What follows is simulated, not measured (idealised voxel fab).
Title: Process Module voxel spacer lines
250 nm wide, 5 nm square cells: that's cross-section cut.
In what follows, cross-sections appear as grids of square cells, described through bands that run from the top down, where every band is one or more rows of cells.
Each band's line starts with the height of the band's top and of its bottom, in nm. Then come its materials from left to right, each with its width in nm. One material with "everywhere" fills the band from edge to edge. "empty" is empty space.
Note: height 0 marks the level under which the wafer is uniformly one material as received. Lowest band unbounded below, written "top 0, no bottom".
A two-number width, for instance "30..40", indicates that the width is equal to the first number in the top row of the band and to the second number in the bottom row, and that it changes by a constant amount per row of cells.
"remained the same" (step): cross-section cells unchanged, all of them.
The entry titled "Sealed voids" provides the empty spaces that have no open way to the top, restricted to those of 8 cells or more. Each is presented as width x height at distance, the distance being measured from the left edge, with all three in nm.
The remark found on a step's line after its settings is issued by the simulator itself and pertains to that step.
overlay nm: mask offset rightward from planned place, masked step; negative means leftward offset.
-- List of planned process steps
1: RECEIVE [material Si]
2: CONFORMAL_DEP [material Al2O3] [thk nm 10]
3: DIRECTIONAL_DEP [material TiN] [thk nm 10]
4: DIRECTIONAL_DEP [material aC] [thk nm 20]
5: PATTERN [tone cover] [mask id MANDREL] [material resist] [width nm 20] [pitch nm 60] [thk nm 30] [overlay nm 0]
6: DIRECTIONAL_ETCH [etch materials aC] [depth nm 20]
7: STRIP [etch materials resist]
8: CONFORMAL_DEP [material SiO2] [thk nm 10]
9: DIRECTIONAL_ETCH [etch materials SiO2] [depth nm 10]
10: STRIP [etch materials aC]
11: DIRECTIONAL_ETCH [etch materials TiN] [depth nm 10]
12: STRIP [etch materials SiO2]
13: FILL_DEP [material SiO2] [thk nm 5]
14: CMP [height nm 20]
-- Cross-section of the wafer upon arrival, representing the state reached after step 1
top 0, no bottom = Si everywhere
Sealed voids: none
-- Cross-section taken at module completion on the first of two wafers; processed per the plan
top 20, bottom 10 = 45 SiO2, 10 TiN, 20 SiO2, 10 TiN, 20 SiO2, 10 TiN, 20 SiO2, 10 TiN, 20 SiO2, 10 TiN, 20 SiO2, 10 TiN, 45 SiO2
top 10, bottom 0 = Al2O3 everywhere
top 0, no bottom = Si everywhere
Sealed voids: none
-- The second wafer, shown in cross-section after the module: started the same way as the first and given the same plan, yet one mistake crept into how it was run
top 20, bottom 10 = Al2O3 everywhere
top 10, bottom 0 = TiN everywhere
top 0, no bottom = Si everywhere
Sealed voids: none
What went wrong in running the wafer? deviation from plan: step 3 and step 2 executed in one another's positions
Heads up, by the end the second wafer has more or fewer cells of some materials compared to the first: SiO2 -76; TiN +76
